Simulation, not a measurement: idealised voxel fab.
The process module presented herein is designated voxel capacitor over wiring.
Square cell edge 5 nm, section width 230 nm, ID cut.
A cross-section in this document is a grid of square cells, and it is written down as bands, the top band listed before the ones below it; a band is made up of one or more rows of cells.
First you get the band's top height and its bottom height, in nm, and then the materials it's made of, left to right, with each width in nm. If you see a single material with "all across", that one covers the band edge to edge. "air" is empty space.
Beneath 0, the wafer as received is one material, and that level is where height counting begins. The lowest band goes on downward without a bottom; it is written like "0 nm and below".
A width such as "30..40" changes by the same amount from each row of cells to the next, from the band's top row to its bottom row.
"nothing was modified" -> step changed no cross-section cell.
Closed empty spaces (no open way to the top) of 8 cells or more are what "Closed cavities" lists, each as width x height at distance from the left edge, nm for all three.
It should be noted that, on the line of a given step, the content following the step's settings is a remark produced by the simulator itself with respect to that step.
"overlay nm" on a masked step: distance the mask lay right of its planned place, negative for left.

-- Planned step list for the process
1: RECEIVE (material Si)
2: CONFORMAL_DEP (material SiO2; thk nm 15)
3: CONFORMAL_DEP (material SiCN; thk nm 5)
4: DIRECTIONAL_DEP (material lowk; thk nm 15)
5: PATTERN (tone open; mask id METAL_1; material resist; width nm 25; pitch nm 75; thk nm 15; overlay nm 0)
6: DIRECTIONAL_ETCH (etch materials lowk; depth nm 15)
7: DIRECTIONAL_ETCH (etch materials SiCN; depth nm 5)
8: STRIP (etch materials resist)
9: CONFORMAL_DEP (material TiN; thk nm 5)
10: FILL_DEP (material Ru; thk nm 5)
11: CMP (height nm 35)
12: EPI (material Ru; thk nm 5)
13: FILL_DEP (material SiCN; thk nm 5)
14: DIRECTIONAL_DEP (material SiO2; thk nm 20)
15: DIRECTIONAL_DEP (material aC; thk nm 10)
16: PATTERN (tone open; mask id PLUG_1; material resist; width nm 15; thk nm 30; overlay nm 0)
17: DIRECTIONAL_ETCH (etch materials aC; depth nm 10)
18: STRIP (etch materials resist)
19: DIRECTIONAL_ETCH (etch materials SiO2; depth nm 20)
20: DIRECTIONAL_ETCH (etch materials SiCN; depth nm 5)
21: STRIP (etch materials aC)
22: CONFORMAL_DEP (material TiN; thk nm 5)
23: FILL_DEP (material W; thk nm 10)
24: CMP (height nm 65)
25: DIRECTIONAL_DEP (material TiN; thk nm 5)
26: DIRECTIONAL_DEP (material HfO2; thk nm 5)
27: DIRECTIONAL_DEP (material TiN; thk nm 5)
28: MASKED_ETCH (tone cover; mask id UPPER_PLATE; width nm 55; etch materials TiN; depth nm 5; overlay nm 0)
29: MASKED_ETCH (tone cover; mask id UPPER_PLATE; width nm 55; etch materials HfO2; depth nm 5; overlay nm 0)
30: MASKED_ETCH (tone cover; mask id LOWER_PLATE; width nm 65; etch materials TiN; depth nm 5; overlay nm 0)
31: FILL_DEP (material SiO2; thk nm 15)
32: CMP (height nm 90)
33: MASKED_ETCH (tone open; mask id PLUG_2; width nm 15; etch materials SiO2; depth nm 10; overlay nm 0)
34: CONFORMAL_DEP (material TiN; thk nm 5)
35: FILL_DEP (material Cu; thk nm 5)
36: CMP (height nm 90)
37: CONFORMAL_DEP (material SiN; thk nm 5)

-- What follows covers the first of two wafers; it ran as planned

-- As-received wafer cross-section (after step 1)
    0 nm and below  Si all across
    Closed cavities: none

-- After step 2: wafer cross-section
    15 nm to 0 nm  SiO2 all across
    Nothing below the height 0 has changed.

-- After step 3: wafer cross-section
    20 nm to 15 nm  SiCN all across
    Nothing below the height 15 has changed.

-- After step 4: wafer cross-section
    35 nm to 20 nm  lowk all across
    Nothing below the height 20 has changed.

-- After step 5: wafer cross-section
    50 nm to 35 nm  resist 65 nm / air 25 nm / resist 50 nm / air 25 nm / resist 65 nm
    Nothing below the height 35 has changed.

-- After step 6: wafer cross-section
    50 nm to 35 nm  resist 65 nm / air 25 nm / resist 50 nm / air 25 nm / resist 65 nm
    35 nm to 20 nm  lowk 65 nm / air 25 nm / lowk 50 nm / air 25 nm / lowk 65 nm
    Nothing below the height 20 has changed.

-- After step 7: wafer cross-section
    50 nm to 35 nm  resist 65 nm / air 25 nm / resist 50 nm / air 25 nm / resist 65 nm
    35 nm to 20 nm  lowk 65 nm / air 25 nm / lowk 50 nm / air 25 nm / lowk 65 nm
    20 nm to 15 nm  SiCN 65 nm / air 25 nm / SiCN 50 nm / air 25 nm / SiCN 65 nm
    Nothing below the height 15 has changed.

-- After step 8: wafer cross-section
    35 nm to 20 nm  lowk 65 nm / air 25 nm / lowk 50 nm / air 25 nm / lowk 65 nm
    Nothing below the height 20 has changed.

-- After step 9: wafer cross-section
    40 nm to 35 nm  TiN 70 nm / air 15 nm / TiN 60 nm / air 15 nm / TiN 70 nm
    35 nm to 20 nm  lowk 65 nm / TiN 5 nm / air 15 nm / TiN 5 nm / lowk 50 nm / TiN 5 nm / air 15 nm / TiN 5 nm / lowk 65 nm
    20 nm to 15 nm  SiCN 65 nm / TiN 25 nm / SiCN 50 nm / TiN 25 nm / SiCN 65 nm
    Nothing below the height 15 has changed.

-- After step 10: wafer cross-section
    45 nm to 40 nm  Ru all across
    40 nm to 35 nm  TiN 70 nm / Ru 15 nm / TiN 60 nm / Ru 15 nm / TiN 70 nm
    35 nm to 20 nm  lowk 65 nm / TiN 5 nm / Ru 15 nm / TiN 5 nm / lowk 50 nm / TiN 5 nm / Ru 15 nm / TiN 5 nm / lowk 65 nm
    Nothing below the height 20 has changed.

-- After step 11: wafer cross-section
    35 nm to 20 nm  lowk 65 nm / TiN 5 nm / Ru 15 nm / TiN 5 nm / lowk 50 nm / TiN 5 nm / Ru 15 nm / TiN 5 nm / lowk 65 nm
    Nothing below the height 20 has changed.

-- After step 12: wafer cross-section
    40 nm to 35 nm  air 60 nm / Ru 35 nm / air 40 nm / Ru 35 nm / air 60 nm
    Nothing below the height 35 has changed.

-- After step 13: wafer cross-section
    45 nm to 40 nm  SiCN all across
    40 nm to 35 nm  SiCN 60 nm / Ru 35 nm / SiCN 40 nm / Ru 35 nm / SiCN 60 nm
    Nothing below the height 35 has changed.

-- After step 14: wafer cross-section
    65 nm to 45 nm  SiO2 all across
    Nothing below the height 45 has changed.

-- After step 15: wafer cross-section
    75 nm to 65 nm  aC all across
    Nothing below the height 65 has changed.

-- After step 16: wafer cross-section
    105 nm to 75 nm  resist 75 nm / air 15 nm / resist 140 nm
    Nothing below the height 75 has changed.

-- After step 17: wafer cross-section
    95 nm to 75 nm  resist 75 nm / air 15 nm / resist 140 nm
    75 nm to 65 nm  aC 75 nm / air 15 nm / aC 140 nm
    Nothing below the height 65 has changed.

-- After step 18: wafer cross-section
    75 nm to 65 nm  aC 75 nm / air 15 nm / aC 140 nm
    Nothing below the height 65 has changed.

-- After step 19: wafer cross-section
    75 nm to 65 nm  aC 75 nm / air 15 nm / aC 140 nm
    65 nm to 45 nm  SiO2 75 nm / air 15 nm / SiO2 140 nm
    Nothing below the height 45 has changed.

-- After step 20: wafer cross-section
    75 nm to 65 nm  aC 75 nm / air 15 nm / aC 140 nm
    65 nm to 45 nm  SiO2 75 nm / air 15 nm / SiO2 140 nm
    45 nm to 40 nm  SiCN 75 nm / air 15 nm / SiCN 140 nm
    Nothing below the height 40 has changed.

-- After step 21: wafer cross-section
    65 nm to 45 nm  SiO2 75 nm / air 15 nm / SiO2 140 nm
    Nothing below the height 45 has changed.

-- After step 22: wafer cross-section
    70 nm to 65 nm  TiN 80 nm / air 5 nm / TiN 145 nm
    65 nm to 45 nm  SiO2 75 nm / TiN 5 nm / air 5 nm / TiN 5 nm / SiO2 140 nm
    45 nm to 40 nm  SiCN 75 nm / TiN 15 nm / SiCN 140 nm
    Nothing below the height 40 has changed.

-- After step 23: wafer cross-section
    80 nm to 70 nm  W all across
    70 nm to 65 nm  TiN 80 nm / W 5 nm / TiN 145 nm
    65 nm to 45 nm  SiO2 75 nm / TiN 5 nm / W 5 nm / TiN 5 nm / SiO2 140 nm
    Nothing below the height 45 has changed.

-- After step 24: wafer cross-section
    65 nm to 45 nm  SiO2 75 nm / TiN 5 nm / W 5 nm / TiN 5 nm / SiO2 140 nm
    Nothing below the height 45 has changed.

-- After step 25: wafer cross-section
    70 nm to 65 nm  TiN all across
    Nothing below the height 65 has changed.

-- After step 26: wafer cross-section
    75 nm to 70 nm  HfO2 all across
    Nothing below the height 70 has changed.

-- After step 27: wafer cross-section
    80 nm to 75 nm  TiN all across
    Nothing below the height 75 has changed.

-- After step 28: wafer cross-section
    80 nm to 75 nm  air 75 nm / TiN 55 nm / air 100 nm
    Nothing below the height 75 has changed.

-- After step 29: wafer cross-section
    80 nm to 75 nm  air 75 nm / TiN 55 nm / air 100 nm
    75 nm to 70 nm  air 75 nm / HfO2 55 nm / air 100 nm
    Nothing below the height 70 has changed.

-- After step 30: wafer cross-section
    80 nm to 75 nm  air 75 nm / TiN 55 nm / air 100 nm
    75 nm to 70 nm  air 75 nm / HfO2 55 nm / air 100 nm
    70 nm to 65 nm  air 70 nm / TiN 65 nm / air 95 nm
    Nothing below the height 65 has changed.

-- After step 31: wafer cross-section
    95 nm to 80 nm  SiO2 all across
    80 nm to 75 nm  SiO2 75 nm / TiN 55 nm / SiO2 100 nm
    75 nm to 70 nm  SiO2 75 nm / HfO2 55 nm / SiO2 100 nm
    70 nm to 65 nm  SiO2 70 nm / TiN 65 nm / SiO2 95 nm
    Nothing below the height 65 has changed.

-- After step 32: wafer cross-section
    90 nm to 80 nm  SiO2 all across
    Nothing below the height 80 has changed.

-- After step 33: wafer cross-section
    90 nm to 80 nm  SiO2 85 nm / air 15 nm / SiO2 130 nm
    Nothing below the height 80 has changed.

-- After step 34: wafer cross-section
    95 nm to 90 nm  TiN 90 nm / air 5 nm / TiN 135 nm
    90 nm to 85 nm  SiO2 85 nm / TiN 5 nm / air 5 nm / TiN 5 nm / SiO2 130 nm
    85 nm to 75 nm  SiO2 85..75 nm / TiN 15..55 nm / SiO2 130..100 nm
    Nothing below the height 75 has changed.

-- After step 35: wafer cross-section
    100 nm to 95 nm  Cu all across
    95 nm to 90 nm  TiN 90 nm / Cu 5 nm / TiN 135 nm
    90 nm to 85 nm  SiO2 85 nm / TiN 5 nm / Cu 5 nm / TiN 5 nm / SiO2 130 nm
    Nothing below the height 85 has changed.

-- After step 36: wafer cross-section
    90 nm to 85 nm  SiO2 85 nm / TiN 5 nm / Cu 5 nm / TiN 5 nm / SiO2 130 nm
    Nothing below the height 85 has changed.

-- After step 37: wafer cross-section
    95 nm to 90 nm  SiN all across
    Nothing below the height 90 has changed.

-- Wafer two. Same start, same plan, one slip in execution. Same as wafer one through step 15, inclusive

-- Second wafer, sectioned view, at step 16's planned end time
    105 nm to 75 nm  resist 65 nm / air 15 nm / resist 150 nm
    Nothing below the height 75 has changed.

-- Second wafer, sectioned view, at step 17's planned end time
    95 nm to 75 nm  resist 65 nm / air 15 nm / resist 150 nm
    75 nm to 65 nm  aC 65 nm / air 15 nm / aC 150 nm
    Nothing below the height 65 has changed.

-- Second wafer, sectioned view, at step 18's planned end time
    75 nm to 65 nm  aC 65 nm / air 15 nm / aC 150 nm
    Nothing below the height 65 has changed.

-- Second wafer, sectioned view, at step 19's planned end time
    75 nm to 65 nm  aC 65 nm / air 15 nm / aC 150 nm
    65 nm to 45 nm  SiO2 65 nm / air 15 nm / SiO2 150 nm
    Nothing below the height 45 has changed.

-- Second wafer, sectioned view, at step 20's planned end time
    75 nm to 65 nm  aC 65 nm / air 15 nm / aC 150 nm
    65 nm to 45 nm  SiO2 65 nm / air 15 nm / SiO2 150 nm
    45 nm to 40 nm  SiCN 65 nm / air 15 nm / SiCN 150 nm
    Nothing below the height 40 has changed.

-- Second wafer, sectioned view, at step 21's planned end time
    65 nm to 45 nm  SiO2 65 nm / air 15 nm / SiO2 150 nm
    Nothing below the height 45 has changed.

-- Second wafer, sectioned view, at step 22's planned end time
    70 nm to 65 nm  TiN 70 nm / air 5 nm / TiN 155 nm
    65 nm to 45 nm  SiO2 65 nm / TiN 5 nm / air 5 nm / TiN 5 nm / SiO2 150 nm
    45 nm to 40 nm  SiCN 65 nm / TiN 15 nm / SiCN 150 nm
    Nothing below the height 40 has changed.

-- Second wafer, sectioned view, at step 23's planned end time
    80 nm to 70 nm  W all across
    70 nm to 65 nm  TiN 70 nm / W 5 nm / TiN 155 nm
    65 nm to 45 nm  SiO2 65 nm / TiN 5 nm / W 5 nm / TiN 5 nm / SiO2 150 nm
    Nothing below the height 45 has changed.

-- Second wafer, sectioned view, at step 24's planned end time
    65 nm to 45 nm  SiO2 65 nm / TiN 5 nm / W 5 nm / TiN 5 nm / SiO2 150 nm
    Nothing below the height 45 has changed.

-- Second wafer, sectioned view, at step 25's planned end time
    70 nm to 65 nm  TiN all across
    Nothing below the height 65 has changed.

-- Second wafer, sectioned view, at step 26's planned end time
    75 nm to 70 nm  HfO2 all across
    Nothing below the height 70 has changed.

-- Second wafer, sectioned view, at step 27's planned end time
    80 nm to 75 nm  TiN all across
    Nothing below the height 75 has changed.

-- Second wafer, sectioned view, at step 28's planned end time
    80 nm to 75 nm  air 75 nm / TiN 55 nm / air 100 nm
    Nothing below the height 75 has changed.

-- Second wafer, sectioned view, at step 29's planned end time
    80 nm to 75 nm  air 75 nm / TiN 55 nm / air 100 nm
    75 nm to 70 nm  air 75 nm / HfO2 55 nm / air 100 nm
    Nothing below the height 70 has changed.

-- Second wafer, sectioned view, at step 30's planned end time
    80 nm to 75 nm  air 75 nm / TiN 55 nm / air 100 nm
    75 nm to 70 nm  air 75 nm / HfO2 55 nm / air 100 nm
    70 nm to 65 nm  air 70 nm / TiN 65 nm / air 95 nm
    Nothing below the height 65 has changed.

-- Second wafer, sectioned view, at step 31's planned end time
    95 nm to 80 nm  SiO2 all across
    80 nm to 75 nm  SiO2 75 nm / TiN 55 nm / SiO2 100 nm
    75 nm to 70 nm  SiO2 75 nm / HfO2 55 nm / SiO2 100 nm
    70 nm to 65 nm  SiO2 70 nm / TiN 65 nm / SiO2 95 nm
    Nothing below the height 65 has changed.

-- Second wafer, sectioned view, at step 32's planned end time
    90 nm to 80 nm  SiO2 all across
    Nothing below the height 80 has changed.

-- Second wafer, sectioned view, at step 33's planned end time
    90 nm to 80 nm  SiO2 85 nm / air 15 nm / SiO2 130 nm
    Nothing below the height 80 has changed.

-- Second wafer, sectioned view, at step 34's planned end time
    95 nm to 90 nm  TiN 90 nm / air 5 nm / TiN 135 nm
    90 nm to 85 nm  SiO2 85 nm / TiN 5 nm / air 5 nm / TiN 5 nm / SiO2 130 nm
    85 nm to 75 nm  SiO2 85..75 nm / TiN 15..55 nm / SiO2 130..100 nm
    Nothing below the height 75 has changed.

-- Second wafer, sectioned view, at step 35's planned end time
    100 nm to 95 nm  Cu all across
    95 nm to 90 nm  TiN 90 nm / Cu 5 nm / TiN 135 nm
    90 nm to 85 nm  SiO2 85 nm / TiN 5 nm / Cu 5 nm / TiN 5 nm / SiO2 130 nm
    Nothing below the height 85 has changed.

-- Second wafer, sectioned view, at step 36's planned end time
    90 nm to 85 nm  SiO2 85 nm / TiN 5 nm / Cu 5 nm / TiN 5 nm / SiO2 130 nm
    Nothing below the height 85 has changed.

-- Second wafer, sectioned view, at step 37's planned end time
    95 nm to 90 nm  SiN all across
    Nothing below the height 90 has changed.
Which mistake was made when the wafer was run? it should be noted that step 16 was executed with settings other than those planned, the operation and settings actually applied being PATTERN (tone open; mask id PLUG_1; material resist; width nm 15; thk nm 30; overlay nm -10)
At the end, each material covers as many cells on the second wafer as it does on the first, though the cells it covers are elsewhere.
